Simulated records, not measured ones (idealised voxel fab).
Process module in this document: voxel quadruple lines
Cross-sectional view cut (width: 205 nm; square cell size: 5 nm).
Format of a cross-section: grid, square cells. Given as bands. Order: top down. Band: one or more rows of cells.
Band: top and bottom heights (nm) first, top before bottom; then materials from left to right, widths in nm. "everywhere" marks a sole material filling the band edge to edge. "blank" denotes empty space.
For the purposes of this specification, 0 denotes the height below which the wafer in its as-received condition is composed wholly of one material, and the lowermost band, lacking a lower limit, extends downward without end, as expressed in "0 and below".
Width spec "30->40" -> top row of cells at first value, bottom row at second value, equal per-row change in between.
You'll sometimes find "no modifications" written for a step, and that's the way of saying that nowhere in the cross-section did a cell change during that step.
Any empty space of 8 cells or more lacking an open way to the top shows up in "Closed internal voids" as width x height at distance, distance from the left edge, in nm.
It should be noted that, on the line of a given step, the content following the step's settings is a remark produced by the simulator itself with respect to that step.
"overlay nm", when on a step's line for a step with a mask, measures how far to the right of its planned place the mask lay; a negative measure means to the left.
The following list gives the planned process steps
1: op RECEIVE | material Si
2: op CONFORMAL_DEP | material SiO2 | thk nm 10
3: op DIRECTIONAL_DEP | material TiN | thk nm 15
4: op DIRECTIONAL_DEP | material polySi | thk nm 20
5: op DIRECTIONAL_DEP | material aC | thk nm 25
6: op PATTERN | tone cover | mask id MANDREL | material resist | width nm 20 | thk nm 30 | overlay nm 0
7: op DIRECTIONAL_ETCH | etch materials aC | depth nm 25
8: op STRIP | etch materials resist
9: op CONFORMAL_DEP | material SiO2 | thk nm 10
10: op DIRECTIONAL_ETCH | etch materials SiO2 | depth nm 10
11: op STRIP | etch materials aC
12: op DIRECTIONAL_ETCH | etch materials polySi | depth nm 20
13: op STRIP | etch materials SiO2
14: op CONFORMAL_DEP | material SiN | thk nm 5
15: op DIRECTIONAL_ETCH | etch materials SiN | depth nm 5
16: op STRIP | etch materials polySi
17: op DIRECTIONAL_ETCH | etch materials TiN | depth nm 15
18: op STRIP | etch materials SiN
Concerning the first of two wafers, which was run in accordance with the plan
Wafer as received: cross-section following step 1
    0 and below  Si everywhere
    Closed internal voids: none
Cross-section of the wafer subsequent to step 2
    10 down to 0  SiO2 everywhere
    All layers under 0 are left as they were.
Cross-section of the wafer subsequent to step 3
    25 down to 10  TiN everywhere
    All layers under 10 are left as they were.
Cross-section of the wafer subsequent to step 4
    45 down to 25  polySi everywhere
    All layers under 25 are left as they were.
Cross-section of the wafer subsequent to step 5
    70 down to 45  aC everywhere
    All layers under 45 are left as they were.
Cross-section of the wafer subsequent to step 6
    100 down to 70  blank (90), then resist (20), then blank (95)
    All layers under 70 are left as they were.
Cross-section of the wafer subsequent to step 7
    75 down to 70  blank (90), then resist (20), then blank (95)
    70 down to 45  blank (90), then aC (20), then blank (95)
    All layers under 45 are left as they were.
Cross-section of the wafer subsequent to step 8
    70 down to 45  blank (90), then aC (20), then blank (95)
    All layers under 45 are left as they were.
Cross-section of the wafer subsequent to step 9
    80 down to 70  blank (80), then SiO2 (40), then blank (85)
    70 down to 55  blank (80), then SiO2 (10), then aC (20), then SiO2 (10), then blank (85)
    55 down to 45  SiO2 (90), then aC (20), then SiO2 (95)
    All layers under 45 are left as they were.
Cross-section of the wafer subsequent to step 10
    70 down to 45  blank (80), then SiO2 (10), then aC (20), then SiO2 (10), then blank (85)
    All layers under 45 are left as they were.
Cross-section of the wafer subsequent to step 11
    70 down to 45  blank (80), then SiO2 (10), then blank (20), then SiO2 (10), then blank (85)
    All layers under 45 are left as they were.
Cross-section of the wafer subsequent to step 12
    70 down to 45  blank (80), then SiO2 (10), then blank (20), then SiO2 (10), then blank (85)
    45 down to 25  blank (80), then polySi (10), then blank (20), then polySi (10), then blank (85)
    All layers under 25 are left as they were.
Cross-section of the wafer subsequent to step 13
    45 down to 25  blank (80), then polySi (10), then blank (20), then polySi (10), then blank (85)
    All layers under 25 are left as they were.
Cross-section of the wafer subsequent to step 14
    50 down to 45  blank (75), then SiN (20), then blank (10), then SiN (20), then blank (80)
    45 down to 30  blank (75), then SiN (5), then polySi (10), then SiN (5), then blank (10), then SiN (5), then polySi (10), then SiN (5), then blank (80)
    30 down to 25  SiN (80), then polySi (10), then SiN (20), then polySi (10), then SiN (85)
    All layers under 25 are left as they were.
Cross-section of the wafer subsequent to step 15
    45 down to 25  blank (75), then SiN (5), then polySi (10), then SiN (5), then blank (10), then SiN (5), then polySi (10), then SiN (5), then blank (80)
    All layers under 25 are left as they were.
Cross-section of the wafer subsequent to step 16
    45 down to 25  blank (75), then SiN (5), then blank (10), then SiN (5), then blank (10), then SiN (5), then blank (10), then SiN (5), then blank (80)
    All layers under 25 are left as they were.
Cross-section of the wafer subsequent to step 17
    45 down to 25  blank (75), then SiN (5), then blank (10), then SiN (5), then blank (10), then SiN (5), then blank (10), then SiN (5), then blank (80)
    25 down to 10  blank (75), then TiN (5), then blank (10), then TiN (5), then blank (10), then TiN (5), then blank (10), then TiN (5), then blank (80)
    All layers under 10 are left as they were.
Cross-section of the wafer subsequent to step 18
    25 down to 10  blank (75), then TiN (5), then blank (10), then TiN (5), then blank (10), then TiN (5), then blank (10), then TiN (5), then blank (80)
    All layers under 10 are left as they were.
Wafer two: like wafer one in start and plan, but with one mistake in execution; identical up to and including step 1
At the planned end of step 2, the second wafer in cross-section
    10 down to 0  aC everywhere
    All layers under 0 are left as they were.
At the planned end of step 3, the second wafer in cross-section
    25 down to 10  TiN everywhere
    All layers under 10 are left as they were.
At the planned end of step 4, the second wafer in cross-section
    45 down to 25  polySi everywhere
    All layers under 25 are left as they were.
At the planned end of step 5, the second wafer in cross-section
    70 down to 45  aC everywhere
    All layers under 45 are left as they were.
At the planned end of step 6, the second wafer in cross-section
    100 down to 70  blank (90), then resist (20), then blank (95)
    All layers under 70 are left as they were.
At the planned end of step 7, the second wafer in cross-section
    75 down to 70  blank (90), then resist (20), then blank (95)
    70 down to 45  blank (90), then aC (20), then blank (95)
    All layers under 45 are left as they were.
At the planned end of step 8, the second wafer in cross-section
    70 down to 45  blank (90), then aC (20), then blank (95)
    All layers under 45 are left as they were.
At the planned end of step 9, the second wafer in cross-section
    80 down to 70  blank (80), then SiO2 (40), then blank (85)
    70 down to 55  blank (80), then SiO2 (10), then aC (20), then SiO2 (10), then blank (85)
    55 down to 45  SiO2 (90), then aC (20), then SiO2 (95)
    All layers under 45 are left as they were.
At the planned end of step 10, the second wafer in cross-section
    70 down to 45  blank (80), then SiO2 (10), then aC (20), then SiO2 (10), then blank (85)
    All layers under 45 are left as they were.
At the planned end of step 11, the second wafer in cross-section
    70 down to 45  blank (80), then SiO2 (10), then blank (20), then SiO2 (10), then blank (85)
    All layers under 45 are left as they were.
At the planned end of step 12, the second wafer in cross-section
    70 down to 45  blank (80), then SiO2 (10), then blank (20), then SiO2 (10), then blank (85)
    45 down to 25  blank (80), then polySi (10), then blank (20), then polySi (10), then blank (85)
    All layers under 25 are left as they were.
At the planned end of step 13, the second wafer in cross-section
    45 down to 25  blank (80), then polySi (10), then blank (20), then polySi (10), then blank (85)
    All layers under 25 are left as they were.
At the planned end of step 14, the second wafer in cross-section
    50 down to 45  blank (75), then SiN (20), then blank (10), then SiN (20), then blank (80)
    45 down to 30  blank (75), then SiN (5), then polySi (10), then SiN (5), then blank (10), then SiN (5), then polySi (10), then SiN (5), then blank (80)
    30 down to 25  SiN (80), then polySi (10), then SiN (20), then polySi (10), then SiN (85)
    All layers under 25 are left as they were.
At the planned end of step 15, the second wafer in cross-section
    45 down to 25  blank (75), then SiN (5), then polySi (10), then SiN (5), then blank (10), then SiN (5), then polySi (10), then SiN (5), then blank (80)
    All layers under 25 are left as they were.
At the planned end of step 16, the second wafer in cross-section
    45 down to 25  blank (75), then SiN (5), then blank (10), then SiN (5), then blank (10), then SiN (5), then blank (10), then SiN (5), then blank (80)
    All layers under 25 are left as they were.
At the planned end of step 17, the second wafer in cross-section
    45 down to 25  blank (75), then SiN (5), then blank (10), then SiN (5), then blank (10), then SiN (5), then blank (10), then SiN (5), then blank (80)
    25 down to 10  blank (75), then TiN (5), then blank (10), then TiN (5), then blank (10), then TiN (5), then blank (10), then TiN (5), then blank (80)
    All layers under 10 are left as they were.
At the planned end of step 18, the second wafer in cross-section
    25 down to 10  blank (75), then TiN (5), then blank (10), then TiN (5), then blank (10), then TiN (5), then blank (10), then TiN (5), then blank (80)
    All layers under 10 are left as they were.
The mistake made against the process plan was this: off-plan run, step 2, actual operation and settings op CONFORMAL_DEP | material aC | thk nm 10
At the finish, the second wafer shows more or fewer cells for some materials than the first does: SiO2 -82 | aC +82
